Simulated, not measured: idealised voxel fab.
Module name: voxel wiring stack (process module)
The cross-section shown here is cut; it is 250 nm wide and divided into square cells measuring 5 nm on a side.
In this document a cross-section is written as a grid of square cells. It is given as a series of bands, listed from the top down, and a band is one or more rows of cells.
Band entry format. Leading values: height of top, height of bottom, nm. Remainder: materials in left-to-right order, each with its width in nm. Special words: "all across" on a single material, which then fills the band edge to edge; "empty", empty space.
Below 0: as-received wafer, all one material; heights counted from there. Lowest band: no bottom, goes on down, written "z 0 and below".
It should be noted that a width expressed as "30..40" varies in equal increments from row to row of cells within the band, taking the value of the first number at the top row and that of the second number at the bottom row.
Where the words "same as before" appear for a step, the cross-section shows no cell changed by that step; every cell remained as before.
Reported under the label "Non-vented voids" are the empty spaces having no open way to the top and comprising 8 cells or more; the notation for each is width x height at distance, in which the distance is measured from the left edge and all three values are in nm.
Post-settings text on a step line: simulator's own remark regarding the step.
The line of a step may include "overlay nm". On a step with a mask, this value is how far to the right of its planned place the mask lay. A negative value means the mask lay to the left.

Planned step list for the process:
1: RECEIVE [material Si]
2: CONFORMAL_DEP [material SiO2] [thk nm 10]
3: DIRECTIONAL_DEP [material TiN] [thk nm 5]
4: DIRECTIONAL_DEP [material Ru] [thk nm 15]
5: DIRECTIONAL_DEP [material aC] [thk nm 10]
6: PATTERN [tone cover] [mask id METAL_1] [material resist] [width nm 30] [pitch nm 50] [thk nm 25] [overlay nm 0]
7: DIRECTIONAL_ETCH [etch materials aC] [depth nm 10]
8: STRIP [etch materials resist]
9: DIRECTIONAL_ETCH [etch materials Ru] [depth nm 15]
10: DIRECTIONAL_ETCH [etch materials TiN] [depth nm 5]
11: STRIP [etch materials aC]
12: FILL_DEP [material SiO2] [thk nm 5]
13: CMP [height nm 30]
14: CONFORMAL_DEP [material SiCN] [thk nm 5]
15: DIRECTIONAL_DEP [material lowk] [thk nm 30]
16: MASKED_ETCH [tone open] [mask id METAL_2] [width nm 30] [pitch nm 50] [etch materials lowk] [depth nm 20] [overlay nm 0]
17: MASKED_ETCH [tone open] [mask id METAL_2_HOLES] [width nm 15] [pitch nm 100] [etch materials lowk] [depth nm 10] [overlay nm 0]
18: MASKED_ETCH [tone open] [mask id METAL_2_HOLES] [width nm 15] [pitch nm 100] [etch materials SiCN] [depth nm 5] [overlay nm 0]
19: CONFORMAL_DEP [material TiN] [thk nm 5]
20: FILL_DEP [material Ru] [thk nm 5]
21: CMP [height nm 65]
22: CONFORMAL_DEP [material SiCN] [thk nm 5]
23: DIRECTIONAL_DEP [material lowk] [thk nm 10]
24: PATTERN [tone open] [mask id PLUG_2] [material resist] [width nm 15] [pitch nm 50] [thk nm 20] [overlay nm 0]
25: DIRECTIONAL_ETCH [etch materials lowk] [depth nm 10]
26: DIRECTIONAL_ETCH [etch materials SiCN] [depth nm 5]
27: STRIP [etch materials resist]
28: EPI [material Ru] [thk nm 10]
29: EPI [material Ru] [thk nm 5]
30: CONFORMAL_DEP [material SiCN] [thk nm 5]
31: DIRECTIONAL_DEP [material SiO2] [thk nm 25]
32: PATTERN [tone open] [mask id METAL_3] [material resist] [width nm 30] [pitch nm 50] [thk nm 15] [overlay nm 0]
33: DIRECTIONAL_ETCH [etch materials SiO2] [depth nm 25]
34: DIRECTIONAL_ETCH [etch materials SiCN] [depth nm 5]
35: STRIP [etch materials resist]
36: CONFORMAL_DEP [material TiN] [thk nm 5]
37: FILL_DEP [material Ru] [thk nm 5]
38: CMP [height nm 110]
39: CONFORMAL_DEP [material SiN] [thk nm 5]

First of two wafers: run as planned:

As received (post step 1): cross-section:
> z 0 and below = Si all across
> Non-vented voids: none

Wafer after step 2 (cross-section):
> z 10 to 0 = SiO2 all across
> Note: structure below 0 unchanged.

Wafer after step 3 (cross-section):
> z 15 to 10 = TiN all across
> Note: structure below 10 unchanged.

Wafer after step 4 (cross-section):
> z 30 to 15 = Ru all across
> Note: structure below 15 unchanged.

Wafer after step 5 (cross-section):
> z 40 to 30 = aC all across
> Note: structure below 30 unchanged.

Wafer after step 6 (cross-section):
> z 65 to 40 = 60 nm empty, 30 nm resist, 20 nm empty, 30 nm resist, 20 nm empty, 30 nm resist, 60 nm empty
> Note: structure below 40 unchanged.

Wafer after step 7 (cross-section):
> z 55 to 40 = 60 nm empty, 30 nm resist, 20 nm empty, 30 nm resist, 20 nm empty, 30 nm resist, 60 nm empty
> z 40 to 30 = 60 nm empty, 30 nm aC, 20 nm empty, 30 nm aC, 20 nm empty, 30 nm aC, 60 nm empty
> Note: structure below 30 unchanged.

Wafer after step 8 (cross-section):
> z 40 to 30 = 60 nm empty, 30 nm aC, 20 nm empty, 30 nm aC, 20 nm empty, 30 nm aC, 60 nm empty
> Note: structure below 30 unchanged.

Wafer after step 9 (cross-section):
> z 40 to 30 = 60 nm empty, 30 nm aC, 20 nm empty, 30 nm aC, 20 nm empty, 30 nm aC, 60 nm empty
> z 30 to 15 = 60 nm empty, 30 nm Ru, 20 nm empty, 30 nm Ru, 20 nm empty, 30 nm Ru, 60 nm empty
> Note: structure below 15 unchanged.

Wafer after step 10 (cross-section):
> z 40 to 30 = 60 nm empty, 30 nm aC, 20 nm empty, 30 nm aC, 20 nm empty, 30 nm aC, 60 nm empty
> z 30 to 15 = 60 nm empty, 30 nm Ru, 20 nm empty, 30 nm Ru, 20 nm empty, 30 nm Ru, 60 nm empty
> z 15 to 10 = 60 nm empty, 30 nm TiN, 20 nm empty, 30 nm TiN, 20 nm empty, 30 nm TiN, 60 nm empty
> Note: structure below 10 unchanged.

Wafer after step 11 (cross-section):
> z 30 to 15 = 60 nm empty, 30 nm Ru, 20 nm empty, 30 nm Ru, 20 nm empty, 30 nm Ru, 60 nm empty
> Note: structure below 15 unchanged.

Wafer after step 12 (cross-section):
> z 35 to 30 = SiO2 all across
> z 30 to 15 = 60 nm SiO2, 30 nm Ru, 20 nm SiO2, 30 nm Ru, 20 nm SiO2, 30 nm Ru, 60 nm SiO2
> z 15 to 10 = 60 nm SiO2, 30 nm TiN, 20 nm SiO2, 30 nm TiN, 20 nm SiO2, 30 nm TiN, 60 nm SiO2
> Note: structure below 10 unchanged.

Wafer after step 13 (cross-section):
> z 30 to 15 = 60 nm SiO2, 30 nm Ru, 20 nm SiO2, 30 nm Ru, 20 nm SiO2, 30 nm Ru, 60 nm SiO2
> Note: structure below 15 unchanged.

Wafer after step 14 (cross-section):
> z 35 to 30 = SiCN all across
> Note: structure below 30 unchanged.

Wafer after step 15 (cross-section):
> z 65 to 35 = lowk all across
> Note: structure below 35 unchanged.

Wafer after step 16 (cross-section):
> z 65 to 45 = 60 nm lowk, 30 nm empty, 20 nm lowk, 30 nm empty, 20 nm lowk, 30 nm empty, 60 nm lowk
> Note: structure below 45 unchanged.

Wafer after step 17 (cross-section):
> z 65 to 45 = 60 nm lowk, 30 nm empty, 20 nm lowk, 30 nm empty, 20 nm lowk, 30 nm empty, 60 nm lowk
> z 45 to 35 = 60 nm lowk, 15 nm empty, 85 nm lowk, 15 nm empty, 75 nm lowk
> Note: structure below 35 unchanged.

Wafer after step 18 (cross-section):
> z 65 to 45 = 60 nm lowk, 30 nm empty, 20 nm lowk, 30 nm empty, 20 nm lowk, 30 nm empty, 60 nm lowk
> z 45 to 35 = 60 nm lowk, 15 nm empty, 85 nm lowk, 15 nm empty, 75 nm lowk
> z 35 to 30 = 60 nm SiCN, 15 nm empty, 85 nm SiCN, 15 nm empty, 75 nm SiCN
> Note: structure below 30 unchanged.

Wafer after step 19 (cross-section):
> z 70 to 65 = 65 nm TiN, 20 nm empty, 30 nm TiN, 20 nm empty, 30 nm TiN, 20 nm empty, 65 nm TiN
> z 65 to 50 = 60 nm lowk, 5 nm TiN, 20 nm empty, 5 nm TiN, 20 nm lowk, 5 nm TiN, 20 nm empty, 5 nm TiN, 20 nm lowk, 5 nm TiN, 20 nm empty, 5 nm TiN, 60 nm lowk
> z 50 to 45 = 60 nm lowk, 5 nm TiN, 5 nm empty, 20 nm TiN, 20 nm lowk, 30 nm TiN, 20 nm lowk, 5 nm TiN, 5 nm empty, 20 nm TiN, 60 nm lowk
> z 45 to 35 = 60 nm lowk, 5 nm TiN, 5 nm empty, 5 nm TiN, 85 nm lowk, 5 nm TiN, 5 nm empty, 5 nm TiN, 75 nm lowk
> z 35 to 30 = 60 nm SiCN, 15 nm TiN, 85 nm SiCN, 15 nm TiN, 75 nm SiCN
> Note: structure below 30 unchanged.

Wafer after step 20 (cross-section):
> z 75 to 70 = Ru all across
> z 70 to 65 = 65 nm TiN, 20 nm Ru, 30 nm TiN, 20 nm Ru, 30 nm TiN, 20 nm Ru, 65 nm TiN
> z 65 to 50 = 60 nm lowk, 5 nm TiN, 20 nm Ru, 5 nm TiN, 20 nm lowk, 5 nm TiN, 20 nm Ru, 5 nm TiN, 20 nm lowk, 5 nm TiN, 20 nm Ru, 5 nm TiN, 60 nm lowk
> z 50 to 45 = 60 nm lowk, 5 nm TiN, 5 nm Ru, 20 nm TiN, 20 nm lowk, 30 nm TiN, 20 nm lowk, 5 nm TiN, 5 nm Ru, 20 nm TiN, 60 nm lowk
> z 45 to 35 = 60 nm lowk, 5 nm TiN, 5 nm Ru, 5 nm TiN, 85 nm lowk, 5 nm TiN, 5 nm Ru, 5 nm TiN, 75 nm lowk
> Note: structure below 35 unchanged.

Wafer after step 21 (cross-section):
> z 65 to 50 = 60 nm lowk, 5 nm TiN, 20 nm Ru, 5 nm TiN, 20 nm lowk, 5 nm TiN, 20 nm Ru, 5 nm TiN, 20 nm lowk, 5 nm TiN, 20 nm Ru, 5 nm TiN, 60 nm lowk
> Note: structure below 50 unchanged.

Wafer after step 22 (cross-section):
> z 70 to 65 = SiCN all across
> Note: structure below 65 unchanged.

Wafer after step 23 (cross-section):
> z 80 to 70 = lowk all across
> Note: structure below 70 unchanged.

Wafer after step 24 (cross-section):
> z 100 to 80 = 60 nm resist, 15 nm empty, 35 nm resist, 15 nm empty, 35 nm resist, 15 nm empty, 75 nm resist
> Note: structure below 80 unchanged.

Wafer after step 25 (cross-section):
> z 100 to 80 = 60 nm resist, 15 nm empty, 35 nm resist, 15 nm empty, 35 nm resist, 15 nm empty, 75 nm resist
> z 80 to 70 = 60 nm lowk, 15 nm empty, 35 nm lowk, 15 nm empty, 35 nm lowk, 15 nm empty, 75 nm lowk
> Note: structure below 70 unchanged.

Wafer after step 26 (cross-section):
> z 100 to 80 = 60 nm resist, 15 nm empty, 35 nm resist, 15 nm empty, 35 nm resist, 15 nm empty, 75 nm resist
> z 80 to 70 = 60 nm lowk, 15 nm empty, 35 nm lowk, 15 nm empty, 35 nm lowk, 15 nm empty, 75 nm lowk
> z 70 to 65 = 60 nm SiCN, 15 nm empty, 35 nm SiCN, 15 nm empty, 35 nm SiCN, 15 nm empty, 75 nm SiCN
> Note: structure below 65 unchanged.

Wafer after step 27 (cross-section):
> z 80 to 70 = 60 nm lowk, 15 nm empty, 35 nm lowk, 15 nm empty, 35 nm lowk, 15 nm empty, 75 nm lowk
> Note: structure below 70 unchanged.

Wafer after step 28 (cross-section):
> z 80 to 75 = 60 nm lowk, 15 nm empty, 35 nm lowk, 15 nm empty, 35 nm lowk, 15 nm empty, 75 nm lowk
> z 75 to 70 = 60 nm lowk, 15 nm Ru, 35 nm lowk, 15 nm Ru, 35 nm lowk, 15 nm Ru, 75 nm lowk
> z 70 to 65 = 60 nm SiCN, 15 nm Ru, 35 nm SiCN, 15 nm Ru, 35 nm SiCN, 15 nm Ru, 75 nm SiCN
> Note: structure below 65 unchanged.

Wafer after step 29 (cross-section):
> z 80 to 70 = 60 nm lowk, 15 nm Ru, 35 nm lowk, 15 nm Ru, 35 nm lowk, 15 nm Ru, 75 nm lowk
> Note: structure below 70 unchanged.

Wafer after step 30 (cross-section):
> z 85 to 80 = SiCN all across
> Note: structure below 80 unchanged.

Wafer after step 31 (cross-section):
> z 110 to 85 = SiO2 all across
> Note: structure below 85 unchanged.

Wafer after step 32 (cross-section):
> z 125 to 110 = 60 nm resist, 30 nm empty, 20 nm resist, 30 nm empty, 20 nm resist, 30 nm empty, 60 nm resist
> Note: structure below 110 unchanged.

Wafer after step 33 (cross-section):
> z 125 to 110 = 60 nm resist, 30 nm empty, 20 nm resist, 30 nm empty, 20 nm resist, 30 nm empty, 60 nm resist
> z 110 to 85 = 60 nm SiO2, 30 nm empty, 20 nm SiO2, 30 nm empty, 20 nm SiO2, 30 nm empty, 60 nm SiO2
> Note: structure below 85 unchanged.

Wafer after step 34 (cross-section):
> z 125 to 110 = 60 nm resist, 30 nm empty, 20 nm resist, 30 nm empty, 20 nm resist, 30 nm empty, 60 nm resist
> z 110 to 85 = 60 nm SiO2, 30 nm empty, 20 nm SiO2, 30 nm empty, 20 nm SiO2, 30 nm empty, 60 nm SiO2
> z 85 to 80 = 60 nm SiCN, 30 nm empty, 20 nm SiCN, 30 nm empty, 20 nm SiCN, 30 nm empty, 60 nm SiCN
> Note: structure below 80 unchanged.

Wafer after step 35 (cross-section):
> z 110 to 85 = 60 nm SiO2, 30 nm empty, 20 nm SiO2, 30 nm empty, 20 nm SiO2, 30 nm empty, 60 nm SiO2
> Note: structure below 85 unchanged.

Wafer after step 36 (cross-section):
> z 115 to 110 = 65 nm TiN, 20 nm empty, 30 nm TiN, 20 nm empty, 30 nm TiN, 20 nm empty, 65 nm TiN
> z 110 to 85 = 60 nm SiO2, 5 nm TiN, 20 nm empty, 5 nm TiN, 20 nm SiO2, 5 nm TiN, 20 nm empty, 5 nm TiN, 20 nm SiO2, 5 nm TiN, 20 nm empty, 5 nm TiN, 60 nm SiO2
> z 85 to 80 = 60 nm SiCN, 30 nm TiN, 20 nm SiCN, 30 nm TiN, 20 nm SiCN, 30 nm TiN, 60 nm SiCN
> Note: structure below 80 unchanged.

Wafer after step 37 (cross-section):
> z 120 to 115 = Ru all across
> z 115 to 110 = 65 nm TiN, 20 nm Ru, 30 nm TiN, 20 nm Ru, 30 nm TiN, 20 nm Ru, 65 nm TiN
> z 110 to 85 = 60 nm SiO2, 5 nm TiN, 20 nm Ru, 5 nm TiN, 20 nm SiO2, 5 nm TiN, 20 nm Ru, 5 nm TiN, 20 nm SiO2, 5 nm TiN, 20 nm Ru, 5 nm TiN, 60 nm SiO2
> Note: structure below 85 unchanged.

Wafer after step 38 (cross-section):
> z 110 to 85 = 60 nm SiO2, 5 nm TiN, 20 nm Ru, 5 nm TiN, 20 nm SiO2, 5 nm TiN, 20 nm Ru, 5 nm TiN, 20 nm SiO2, 5 nm TiN, 20 nm Ru, 5 nm TiN, 60 nm SiO2
> Note: structure below 85 unchanged.

Wafer after step 39 (cross-section):
> z 115 to 110 = SiN all across
> Note: structure below 110 unchanged.

Second wafer, same starting state and plan as the first, one mistake in the run, identical through step 23:

Second wafer, sectioned view, at step 24's planned end time:
> z 100 to 80 = 55 nm resist, 15 nm empty, 35 nm resist, 15 nm empty, 35 nm resist, 15 nm empty, 80 nm resist
> Note: structure below 80 unchanged.

Second wafer, sectioned view, at step 25's planned end time:
> z 100 to 80 = 55 nm resist, 15 nm empty, 35 nm resist, 15 nm empty, 35 nm resist, 15 nm empty, 80 nm resist
> z 80 to 70 = 55 nm lowk, 15 nm empty, 35 nm lowk, 15 nm empty, 35 nm lowk, 15 nm empty, 80 nm lowk
> Note: structure below 70 unchanged.

Second wafer, sectioned view, at step 26's planned end time:
> z 100 to 80 = 55 nm resist, 15 nm empty, 35 nm resist, 15 nm empty, 35 nm resist, 15 nm empty, 80 nm resist
> z 80 to 70 = 55 nm lowk, 15 nm empty, 35 nm lowk, 15 nm empty, 35 nm lowk, 15 nm empty, 80 nm lowk
> z 70 to 65 = 55 nm SiCN, 15 nm empty, 35 nm SiCN, 15 nm empty, 35 nm SiCN, 15 nm empty, 80 nm SiCN
> Note: structure below 65 unchanged.

Second wafer, sectioned view, at step 27's planned end time:
> z 80 to 70 = 55 nm lowk, 15 nm empty, 35 nm lowk, 15 nm empty, 35 nm lowk, 15 nm empty, 80 nm lowk
> Note: structure below 70 unchanged.

Second wafer, sectioned view, at step 28's planned end time:
> z 80 to 75 = 55 nm lowk, 15 nm empty, 35 nm lowk, 15 nm empty, 35 nm lowk, 15 nm empty, 80 nm lowk
> z 75 to 70 = 55 nm lowk, 15 nm Ru, 35 nm lowk, 15 nm Ru, 35 nm lowk, 15 nm Ru, 80 nm lowk
> z 70 to 65 = 55 nm SiCN, 15 nm Ru, 35 nm SiCN, 15 nm Ru, 35 nm SiCN, 15 nm Ru, 80 nm SiCN
> Note: structure below 65 unchanged.

Second wafer, sectioned view, at step 29's planned end time:
> z 80 to 70 = 55 nm lowk, 15 nm Ru, 35 nm lowk, 15 nm Ru, 35 nm lowk, 15 nm Ru, 80 nm lowk
> Note: structure below 70 unchanged.

Second wafer, sectioned view, at step 30's planned end time:
> z 85 to 80 = SiCN all across
> Note: structure below 80 unchanged.

Second wafer, sectioned view, at step 31's planned end time:
> z 110 to 85 = SiO2 all across
> Note: structure below 85 unchanged.

Second wafer, sectioned view, at step 32's planned end time:
> z 125 to 110 = 60 nm resist, 30 nm empty, 20 nm resist, 30 nm empty, 20 nm resist, 30 nm empty, 60 nm resist
> Note: structure below 110 unchanged.

Second wafer, sectioned view, at step 33's planned end time:
> z 125 to 110 = 60 nm resist, 30 nm empty, 20 nm resist, 30 nm empty, 20 nm resist, 30 nm empty, 60 nm resist
> z 110 to 85 = 60 nm SiO2, 30 nm empty, 20 nm SiO2, 30 nm empty, 20 nm SiO2, 30 nm empty, 60 nm SiO2
> Note: structure below 85 unchanged.

Second wafer, sectioned view, at step 34's planned end time:
> z 125 to 110 = 60 nm resist, 30 nm empty, 20 nm resist, 30 nm empty, 20 nm resist, 30 nm empty, 60 nm resist
> z 110 to 85 = 60 nm SiO2, 30 nm empty, 20 nm SiO2, 30 nm empty, 20 nm SiO2, 30 nm empty, 60 nm SiO2
> z 85 to 80 = 60 nm SiCN, 30 nm empty, 20 nm SiCN, 30 nm empty, 20 nm SiCN, 30 nm empty, 60 nm SiCN
> Note: structure below 80 unchanged.

Second wafer, sectioned view, at step 35's planned end time:
> z 110 to 85 = 60 nm SiO2, 30 nm empty, 20 nm SiO2, 30 nm empty, 20 nm SiO2, 30 nm empty, 60 nm SiO2
> Note: structure below 85 unchanged.

Second wafer, sectioned view, at step 36's planned end time:
> z 115 to 110 = 65 nm TiN, 20 nm empty, 30 nm TiN, 20 nm empty, 30 nm TiN, 20 nm empty, 65 nm TiN
> z 110 to 85 = 60 nm SiO2, 5 nm TiN, 20 nm empty, 5 nm TiN, 20 nm SiO2, 5 nm TiN, 20 nm empty, 5 nm TiN, 20 nm SiO2, 5 nm TiN, 20 nm empty, 5 nm TiN, 60 nm SiO2
> z 85 to 80 = 60 nm SiCN, 30 nm TiN, 20 nm SiCN, 30 nm TiN, 20 nm SiCN, 30 nm TiN, 60 nm SiCN
> Note: structure below 80 unchanged.

Second wafer, sectioned view, at step 37's planned end time:
> z 120 to 115 = Ru all across
> z 115 to 110 = 65 nm TiN, 20 nm Ru, 30 nm TiN, 20 nm Ru, 30 nm TiN, 20 nm Ru, 65 nm TiN
> z 110 to 85 = 60 nm SiO2, 5 nm TiN, 20 nm Ru, 5 nm TiN, 20 nm SiO2, 5 nm TiN, 20 nm Ru, 5 nm TiN, 20 nm SiO2, 5 nm TiN, 20 nm Ru, 5 nm TiN, 60 nm SiO2
> Note: structure below 85 unchanged.

Second wafer, sectioned view, at step 38's planned end time:
> z 110 to 85 = 60 nm SiO2, 5 nm TiN, 20 nm Ru, 5 nm TiN, 20 nm SiO2, 5 nm TiN, 20 nm Ru, 5 nm TiN, 20 nm SiO2, 5 nm TiN, 20 nm Ru, 5 nm TiN, 60 nm SiO2
> Note: structure below 85 unchanged.

Second wafer, sectioned view, at step 39's planned end time:
> z 115 to 110 = SiN all across
> Note: structure below 110 unchanged.
Misprocessing identified: step 24 was run on a setting that differed from the plan, and what really ran there is PATTERN [tone open] [mask id PLUG_2] [material resist] [width nm 15] [pitch nm 50] [thk nm 20] [overlay nm -5]
Tallied in cells, the final second wafer holds each material in the same quantity as the first, although not at the same places.
